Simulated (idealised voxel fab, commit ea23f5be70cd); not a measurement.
process module | voxel self aligned vias
cross-section cut | 230 nm wide | cells 5 nm
A cross-section is a grid of square cells, given in bands from the top down. A band is one or more rows of cells.
Each band's line starts with the height of the band's top and of its bottom, in nm. Then come its materials from left to right, each with its width in nm. One material with "throughout" fills the band from edge to edge. "air" is empty space.
Height 0 is the level under which the wafer as received is all one material. The lowest band goes on downwards, as in "0 down".
A width such as "30 to 40" changes by the same amount from each row of cells to the next, from the band's top row to its bottom row.
"no change" after a step means that no cell of the cross-section changed.
closed voids: empty space of 8 cells or more with no open way to the top, each as width x height at its distance from the left edge, in nm
after a step's settings: what the simulator itself notes on the step
overlay nm, on a step with a mask: how far to the right of its planned place the mask lay; to the left if negative
plan
1 op RECEIVE | material Si
2 op CONFORMAL_DEP | material SiO2 | thk nm 15
3 op CONFORMAL_DEP | material SiCN | thk nm 5
4 op DIRECTIONAL_DEP | material lowk | thk nm 20
5 op MASKED_ETCH | tone open | mask id LINES | width nm 30 | pitch nm 55 | etch materials lowk | depth nm 20 | overlay nm 0
6 op CONFORMAL_DEP | material TiN | thk nm 5
7 op FILL_DEP | material W | thk nm 10
8 op CMP | height nm 40
9 op SELECTIVE_ETCH | etch materials W Ru TiN | depth nm 5
10 op FILL_DEP | material SiN | thk nm 10
11 op CMP | height nm 40
12 op DIRECTIONAL_DEP | material lowk | thk nm 20
13 op DIRECTIONAL_DEP | material aC | thk nm 15
14 op PATTERN | tone open | mask id VIAS | material resist | width nm 40 | thk nm 30 | overlay nm 0
15 op DIRECTIONAL_ETCH | etch materials aC | depth nm 15
16 op STRIP | etch materials resist
17 op DIRECTIONAL_ETCH | etch materials lowk | depth nm 20
18 op DIRECTIONAL_ETCH | etch materials SiN | depth nm 5
19 op STRIP | etch materials aC
20 op CONFORMAL_DEP | material TiN | thk nm 5
21 op FILL_DEP | material W | thk nm 10
22 op CMP | height nm 60
23 op CONFORMAL_DEP | material SiN | thk nm 5
as received, after step 1
  0 down: Si throughout
  closed voids: none
a wafer at the end: this start, this plan, one mistake
  65 to 60: SiN throughout
  60 to 45: lowk 70 | TiN 5 | W 30 | TiN 5 | lowk 120
  45 to 40: lowk 70 | TiN 5 | W 20 | TiN 15 | lowk 120
  40 to 35: lowk 70 | TiN 30 | lowk 25 | SiN 30 | lowk 75
  35 to 25: lowk 70 | TiN 5 | W 20 | TiN 5 | lowk 25 | TiN 5 | W 20 | TiN 5 | lowk 75
  25 to 20: lowk 70 | TiN 30 | lowk 25 | TiN 30 | lowk 75
  20 to 15: SiCN throughout
  15 to 0: SiO2 throughout
  0 down: Si throughout
  closed voids: none
what went wrong: step 14 ran as: op PATTERN | tone open | mask id VIAS | material resist | width nm 40 | thk nm 30 | overlay nm 5
